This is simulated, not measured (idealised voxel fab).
This section sets out a process module, namely voxel quadruple lines.
The cross-section on display is named cut; it measures 215 nm wide, and its cells are 5 nm squares.
For the purposes of this document, a cross-section shall be understood as a grid of square cells, specified as bands listed in top-to-bottom order, each band consisting of one or more rows of cells. It is stipulated that each band's entry specify, in nanometres, the height of the top of the band and then that of its bottom, followed by the materials of the band in left-to-right sequence, each together with its width in nanometres. A single material marked by the word "all across" is understood to fill the band from edge to edge; the word "blank" is understood to denote empty space. Below 0: as-received wafer, all one material; heights counted from there. Lowest band: no bottom, goes on down, written "0 down". Note: "30 to 40" means the width goes from the first number (top row of the band) to the second number (bottom row) in equal steps per row of cells. Where the words "no modifications" appear for a step, the cross-section shows no cell changed by that step; every cell remained as before. "Fully sealed voids" enumerates empty spaces isolated from the top, with no open way to it, that contain at least 8 cells, giving each as width x height at distance from the left edge, all three in nm. On each step's line, the part that comes after the settings is the simulator's own comment on the step. The setting "overlay nm" may be written on the line of a step. When the step uses a mask, the value reports how far to the right of the planned place the mask lay, and a negative value reports that it lay to the left.

Set out below are the planned steps of the process
- 1: RECEIVE,material Si
- 2: CONFORMAL_DEP,material Al2O3,thk nm 5
- 3: DIRECTIONAL_DEP,material TiN,thk nm 10
- 4: DIRECTIONAL_DEP,material polySi,thk nm 15
- 5: DIRECTIONAL_DEP,material aC,thk nm 20
- 6: PATTERN,tone cover,mask id MANDREL,material resist,width nm 35,pitch nm 100,thk nm 25,overlay nm 0
- 7: DIRECTIONAL_ETCH,etch materials aC,depth nm 20
- 8: STRIP,etch materials resist
- 9: CONFORMAL_DEP,material SiO2,thk nm 15
- 10: DIRECTIONAL_ETCH,etch materials SiO2,depth nm 15
- 11: STRIP,etch materials aC
- 12: DIRECTIONAL_ETCH,etch materials polySi,depth nm 15
- 13: STRIP,etch materials SiO2
- 14: CONFORMAL_DEP,material SiCN,thk nm 10
- 15: DIRECTIONAL_ETCH,etch materials SiCN,depth nm 10
- 16: STRIP,etch materials polySi
- 17: DIRECTIONAL_ETCH,etch materials TiN,depth nm 10
- 18: STRIP,etch materials SiCN
- 19: FILL_DEP,material lowk,thk nm 10
- 20: CMP,height nm 15

Delivered wafer in cross-section: state after step 1
* 0 down: Si all across
* Fully sealed voids: none

Here's the cross-section of the first of our two wafers at the end of the module - it ran as planned
* 15 to 5: lowk 15 nm; TiN 10 nm; lowk 15 nm; TiN 10 nm; lowk 15 nm; TiN 10 nm; lowk 15 nm; TiN 10 nm; lowk 15 nm; TiN 10 nm; lowk 15 nm; TiN 10 nm; lowk 15 nm; TiN 10 nm; lowk 15 nm; TiN 10 nm; lowk 15 nm
* 5 to 0: Al2O3 all across
* 0 down: Si all across
* Fully sealed voids: none

Now the second wafer, cross-sectioned at the end of the module. Nothing different at the start, nothing different in the plan compared with the first, just one mistake when it was actually run
* 10 to 5: lowk 15 nm; TiN 10 nm; lowk 15 nm; TiN 10 nm; lowk 15 nm; TiN 10 nm; lowk 15 nm; TiN 10 nm; lowk 15 nm; TiN 10 nm; lowk 15 nm; TiN 10 nm; lowk 15 nm; TiN 10 nm; lowk 15 nm; TiN 10 nm; lowk 15 nm
* 5 to 0: Al2O3 all across
* 0 down: Si all across
* Fully sealed voids: none
Nonconformance to the process plan: the process deviated at step 20: the operation and settings actually run there were CMP,height nm 10
Heads up, by the end the second wafer has more or fewer cells of some materials compared to the first: TiN -16 | lowk -27
